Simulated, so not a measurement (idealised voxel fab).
The document below concerns the process module designated voxel plated lines.
Cross-section cut: width 185 nm, square cells of 5 nm.
Cross-sections here: square-cell grids, written as top-down lists of bands, a band being one or more rows of cells. Band: top and bottom heights (nm) first, top before bottom; then materials from left to right, widths in nm. "everywhere" marks a sole material filling the band edge to edge. "blank" denotes empty space. It should be noted that heights are counted from 0, beneath which the wafer as supplied is of one material throughout, and that the lowest band possesses no lower boundary but continues downward, as written in "z 0 and below". With a width like "30..40", each row of cells in the band differs from the next by the same amount, the top row carrying the first number and the bottom row the second. Reading "remained unchanged" for a step: not a cell of the cross-section changed in it. Entry "Sealed-off cavities". Content: empty spaces with no open connection to the top, size 8 cells or greater. Each: width x height at distance. Distance: from left edge. Unit: nm. If you see something after the settings on a step's line, that's the simulator's own remark about that step. "overlay nm" denotes, for a step that has a mask, the displacement of the mask to the right of its planned place, with negative values corresponding to the left.

**Listed below are the process steps as planned**
1,RECEIVE (material Si)
2,CONFORMAL_DEP (material Al2O3; thk nm 15)
3,DIRECTIONAL_DEP (material TiN; thk nm 5)
4,PATTERN (tone open; mask id LINES; material resist; width nm 20; pitch nm 35; thk nm 15; overlay nm 0)
5,EPI (material Ru; thk nm 5)
6,STRIP (etch materials resist)
7,DIRECTIONAL_ETCH (etch materials TiN; depth nm 5)
8,CONFORMAL_DEP (material SiO2; thk nm 5)

**Wafer cross-section on receipt, i.e. after step 1**
	z 0 and below: Si everywhere
	Sealed-off cavities: none

**Look at the cross-section after the module: the wafer started out the way shown above and the plan was the one shown above, yet one mistake was made along the way**
	z 40 to 35: blank 40 / SiO2 30 / blank 5 / SiO2 30 / blank 5 / SiO2 30 / blank 45
	z 35 to 30: blank 40 / SiO2 5 / Ru 20 / SiO2 5 / blank 5 / SiO2 5 / Ru 20 / SiO2 5 / blank 5 / SiO2 5 / Ru 20 / SiO2 5 / blank 45
	z 30 to 25: SiO2 45 / TiN 20 / SiO2 15 / TiN 20 / SiO2 15 / TiN 20 / SiO2 50
	z 25 to 15: TiN everywhere
	z 15 to 0: Al2O3 everywhere
	z 0 and below: Si everywhere
	Sealed-off cavities: none
Here's what went sideways: step 3 off recipe, ran as DIRECTIONAL_DEP (material TiN; thk nm 15)
